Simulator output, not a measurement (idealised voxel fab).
process module | voxel self aligned vias
cross-section cut | 300 nm wide | cells 5 nm
A cross-section is a grid of square cells, given in bands from the top down. A band is one or more rows of cells.
Each band's line starts with the height of the band's top and of its bottom, in nm. Then come its materials from left to right, each with its width in nm. One material with "throughout" fills the band from edge to edge. "air" is empty space.
Height 0 is the level under which the wafer as received is all one material. The lowest band goes on downwards, as in "0 down".
A width such as "30 to 40" changes by the same amount from each row of cells to the next, from the band's top row to its bottom row.
"no change" after a step means that no cell of the cross-section changed.
closed voids: empty space of 8 cells or more with no open way to the top, each as width x height at its distance from the left edge, in nm
after a step's settings: what the simulator itself notes on the step
overlay nm, on a step with a mask: how far to the right of its planned place the mask lay; to the left if negative
plan
1 op RECEIVE | material Si
2 op CONFORMAL_DEP | material SiO2 | thk nm 10
3 op CONFORMAL_DEP | material SiCN | thk nm 5
4 op DIRECTIONAL_DEP | material SiO2 | thk nm 30
5 op DIRECTIONAL_DEP | material aC | thk nm 15
6 op PATTERN | tone open | mask id LINES | material resist | width nm 20 | pitch nm 55 | thk nm 30 | overlay nm 0
7 op DIRECTIONAL_ETCH | etch materials aC | depth nm 15
8 op STRIP | etch materials resist
9 op DIRECTIONAL_ETCH | etch materials SiO2 | depth nm 30
10 op STRIP | etch materials aC
11 op CONFORMAL_DEP | material TiN | thk nm 5
12 op FILL_DEP | material Ru | thk nm 10
13 op CMP | height nm 45
14 op SELECTIVE_ETCH | etch materials W Ru TiN | depth nm 5
15 op FILL_DEP | material SiN | thk nm 5
16 op CMP | height nm 45
17 op DIRECTIONAL_DEP | material SiO2 | thk nm 15
18 op MASKED_ETCH | tone open | mask id VIAS | width nm 30 | pitch nm 55 | etch materials SiO2 | depth nm 15 | overlay nm 0
19 op MASKED_ETCH | tone open | mask id VIAS | width nm 30 | pitch nm 55 | etch materials SiN | depth nm 5 | overlay nm 0
20 op CONFORMAL_DEP | material TiN | thk nm 5
21 op FILL_DEP | material Cu | thk nm 5
22 op CMP | height nm 60
23 op CONFORMAL_DEP | material SiCN | thk nm 5
first wafer, as planned
as received, after step 1
  0 down: Si throughout
  closed voids: none
after step 2
  10 to 0: SiO2 throughout
  below 0: unchanged
after step 3
  15 to 10: SiCN throughout
  below 10: unchanged
after step 4
  45 to 15: SiO2 throughout
  below 15: unchanged
after step 5
  60 to 45: aC throughout
  below 45: unchanged
after step 6
  90 to 60: resist 85 | air 20 | resist 35 | air 20 | resist 35 | air 20 | resist 85
  below 60: unchanged
after step 7
  75 to 60: resist 85 | air 20 | resist 35 | air 20 | resist 35 | air 20 | resist 85
  60 to 45: aC 85 | air 20 | aC 35 | air 20 | aC 35 | air 20 | aC 85
  below 45: unchanged
after step 8
  60 to 45: aC 85 | air 20 | aC 35 | air 20 | aC 35 | air 20 | aC 85
  below 45: unchanged
after step 9
  60 to 45: aC 85 | air 20 | aC 35 | air 20 | aC 35 | air 20 | aC 85
  45 to 15: SiO2 85 | air 20 | SiO2 35 | air 20 | SiO2 35 | air 20 | SiO2 85
  below 15: unchanged
after step 10
  45 to 15: SiO2 85 | air 20 | SiO2 35 | air 20 | SiO2 35 | air 20 | SiO2 85
  below 15: unchanged
after step 11
  50 to 45: TiN 90 | air 10 | TiN 45 | air 10 | TiN 45 | air 10 | TiN 90
  45 to 20: SiO2 85 | TiN 5 | air 10 | TiN 5 | SiO2 35 | TiN 5 | air 10 | TiN 5 | SiO2 35 | TiN 5 | air 10 | TiN 5 | SiO2 85
  20 to 15: SiO2 85 | TiN 20 | SiO2 35 | TiN 20 | SiO2 35 | TiN 20 | SiO2 85
  below 15: unchanged
after step 12
  60 to 50: Ru throughout
  50 to 45: TiN 90 | Ru 10 | TiN 45 | Ru 10 | TiN 45 | Ru 10 | TiN 90
  45 to 20: SiO2 85 | TiN 5 | Ru 10 | TiN 5 | SiO2 35 | TiN 5 | Ru 10 | TiN 5 | SiO2 35 | TiN 5 | Ru 10 | TiN 5 | SiO2 85
  below 20: unchanged
after step 13
  45 to 20: SiO2 85 | TiN 5 | Ru 10 | TiN 5 | SiO2 35 | TiN 5 | Ru 10 | TiN 5 | SiO2 35 | TiN 5 | Ru 10 | TiN 5 | SiO2 85
  below 20: unchanged
after step 14
  45 to 40: SiO2 85 | air 20 | SiO2 35 | air 20 | SiO2 35 | air 20 | SiO2 85
  below 40: unchanged
after step 15
  50 to 45: SiN throughout
  45 to 40: SiO2 85 | SiN 20 | SiO2 35 | SiN 20 | SiO2 35 | SiN 20 | SiO2 85
  below 40: unchanged
after step 16
  45 to 40: SiO2 85 | SiN 20 | SiO2 35 | SiN 20 | SiO2 35 | SiN 20 | SiO2 85
  below 40: unchanged
after step 17
  60 to 45: SiO2 throughout
  below 45: unchanged
after step 18
  60 to 45: SiO2 80 | air 30 | SiO2 25 | air 30 | SiO2 25 | air 30 | SiO2 80
  below 45: unchanged
after step 19
  60 to 45: SiO2 80 | air 30 | SiO2 25 | air 30 | SiO2 25 | air 30 | SiO2 80
  45 to 40: SiO2 85 | air 20 | SiO2 35 | air 20 | SiO2 35 | air 20 | SiO2 85
  below 40: unchanged
after step 20
  65 to 60: TiN 85 | air 20 | TiN 35 | air 20 | TiN 35 | air 20 | TiN 85
  60 to 50: SiO2 80 | TiN 5 | air 20 | TiN 5 | SiO2 25 | TiN 5 | air 20 | TiN 5 | SiO2 25 | TiN 5 | air 20 | TiN 5 | SiO2 80
  50 to 45: SiO2 80 | TiN 10 | air 10 | TiN 10 | SiO2 25 | TiN 10 | air 10 | TiN 10 | SiO2 25 | TiN 10 | air 10 | TiN 10 | SiO2 80
  45 to 40: SiO2 85 | TiN 20 | SiO2 35 | TiN 20 | SiO2 35 | TiN 20 | SiO2 85
  below 40: unchanged
after step 21
  70 to 65: Cu throughout
  65 to 60: TiN 85 | Cu 20 | TiN 35 | Cu 20 | TiN 35 | Cu 20 | TiN 85
  60 to 50: SiO2 80 | TiN 5 | Cu 20 | TiN 5 | SiO2 25 | TiN 5 | Cu 20 | TiN 5 | SiO2 25 | TiN 5 | Cu 20 | TiN 5 | SiO2 80
  50 to 45: SiO2 80 | TiN 10 | Cu 10 | TiN 10 | SiO2 25 | TiN 10 | Cu 10 | TiN 10 | SiO2 25 | TiN 10 | Cu 10 | TiN 10 | SiO2 80
  below 45: unchanged
after step 22
  60 to 50: SiO2 80 | TiN 5 | Cu 20 | TiN 5 | SiO2 25 | TiN 5 | Cu 20 | TiN 5 | SiO2 25 | TiN 5 | Cu 20 | TiN 5 | SiO2 80
  below 50: unchanged
after step 23
  65 to 60: SiCN throughout
  below 60: unchanged
second wafer: like start, like plan, one mistake. Through step 2 it matches the first wafer
when step 3 should have ended
  25 to 10: SiCN throughout
  below 10: unchanged
when step 4 should have ended
  55 to 25: SiO2 throughout
  below 25: unchanged
when step 5 should have ended
  70 to 55: aC throughout
  below 55: unchanged
when step 6 should have ended
  100 to 70: resist 85 | air 20 | resist 35 | air 20 | resist 35 | air 20 | resist 85
  below 70: unchanged
when step 7 should have ended
  85 to 70: resist 85 | air 20 | resist 35 | air 20 | resist 35 | air 20 | resist 85
  70 to 55: aC 85 | air 20 | aC 35 | air 20 | aC 35 | air 20 | aC 85
  below 55: unchanged
when step 8 should have ended
  70 to 55: aC 85 | air 20 | aC 35 | air 20 | aC 35 | air 20 | aC 85
  below 55: unchanged
when step 9 should have ended
  70 to 55: aC 85 | air 20 | aC 35 | air 20 | aC 35 | air 20 | aC 85
  55 to 25: SiO2 85 | air 20 | SiO2 35 | air 20 | SiO2 35 | air 20 | SiO2 85
  below 25: unchanged
when step 10 should have ended
  55 to 25: SiO2 85 | air 20 | SiO2 35 | air 20 | SiO2 35 | air 20 | SiO2 85
  below 25: unchanged
when step 11 should have ended
  60 to 55: TiN 90 | air 10 | TiN 45 | air 10 | TiN 45 | air 10 | TiN 90
  55 to 30: SiO2 85 | TiN 5 | air 10 | TiN 5 | SiO2 35 | TiN 5 | air 10 | TiN 5 | SiO2 35 | TiN 5 | air 10 | TiN 5 | SiO2 85
  30 to 25: SiO2 85 | TiN 20 | SiO2 35 | TiN 20 | SiO2 35 | TiN 20 | SiO2 85
  below 25: unchanged
when step 12 should have ended
  70 to 60: Ru throughout
  60 to 55: TiN 90 | Ru 10 | TiN 45 | Ru 10 | TiN 45 | Ru 10 | TiN 90
  55 to 30: SiO2 85 | TiN 5 | Ru 10 | TiN 5 | SiO2 35 | TiN 5 | Ru 10 | TiN 5 | SiO2 35 | TiN 5 | Ru 10 | TiN 5 | SiO2 85
  below 30: unchanged
when step 13 should have ended
  45 to 30: SiO2 85 | TiN 5 | Ru 10 | TiN 5 | SiO2 35 | TiN 5 | Ru 10 | TiN 5 | SiO2 35 | TiN 5 | Ru 10 | TiN 5 | SiO2 85
  below 30: unchanged
when step 14 should have ended
  45 to 40: SiO2 85 | air 20 | SiO2 35 | air 20 | SiO2 35 | air 20 | SiO2 85
  below 40: unchanged
when step 15 should have ended
  50 to 45: SiN throughout
  45 to 40: SiO2 85 | SiN 20 | SiO2 35 | SiN 20 | SiO2 35 | SiN 20 | SiO2 85
  below 40: unchanged
when step 16 should have ended
  45 to 40: SiO2 85 | SiN 20 | SiO2 35 | SiN 20 | SiO2 35 | SiN 20 | SiO2 85
  below 40: unchanged
when step 17 should have ended
  60 to 45: SiO2 throughout
  below 45: unchanged
when step 18 should have ended
  60 to 45: SiO2 80 | air 30 | SiO2 25 | air 30 | SiO2 25 | air 30 | SiO2 80
  below 45: unchanged
when step 19 should have ended
  60 to 45: SiO2 80 | air 30 | SiO2 25 | air 30 | SiO2 25 | air 30 | SiO2 80
  45 to 40: SiO2 85 | air 20 | SiO2 35 | air 20 | SiO2 35 | air 20 | SiO2 85
  below 40: unchanged
when step 20 should have ended
  65 to 60: TiN 85 | air 20 | TiN 35 | air 20 | TiN 35 | air 20 | TiN 85
  60 to 50: SiO2 80 | TiN 5 | air 20 | TiN 5 | SiO2 25 | TiN 5 | air 20 | TiN 5 | SiO2 25 | TiN 5 | air 20 | TiN 5 | SiO2 80
  50 to 45: SiO2 80 | TiN 10 | air 10 | TiN 10 | SiO2 25 | TiN 10 | air 10 | TiN 10 | SiO2 25 | TiN 10 | air 10 | TiN 10 | SiO2 80
  45 to 40: SiO2 85 | TiN 20 | SiO2 35 | TiN 20 | SiO2 35 | TiN 20 | SiO2 85
  below 40: unchanged
when step 21 should have ended
  70 to 65: Cu throughout
  65 to 60: TiN 85 | Cu 20 | TiN 35 | Cu 20 | TiN 35 | Cu 20 | TiN 85
  60 to 50: SiO2 80 | TiN 5 | Cu 20 | TiN 5 | SiO2 25 | TiN 5 | Cu 20 | TiN 5 | SiO2 25 | TiN 5 | Cu 20 | TiN 5 | SiO2 80
  50 to 45: SiO2 80 | TiN 10 | Cu 10 | TiN 10 | SiO2 25 | TiN 10 | Cu 10 | TiN 10 | SiO2 25 | TiN 10 | Cu 10 | TiN 10 | SiO2 80
  below 45: unchanged
when step 22 should have ended
  60 to 50: SiO2 80 | TiN 5 | Cu 20 | TiN 5 | SiO2 25 | TiN 5 | Cu 20 | TiN 5 | SiO2 25 | TiN 5 | Cu 20 | TiN 5 | SiO2 80
  below 50: unchanged
when step 23 should have ended
  65 to 60: SiCN throughout
  below 60: unchanged
what went wrong: step 3 ran as: op CONFORMAL_DEP | material SiCN | thk nm 15
at the end the second wafer has, in cells: 12 fewer of Ru | 120 more of SiCN | 96 fewer of SiO2 | 12 fewer of TiN
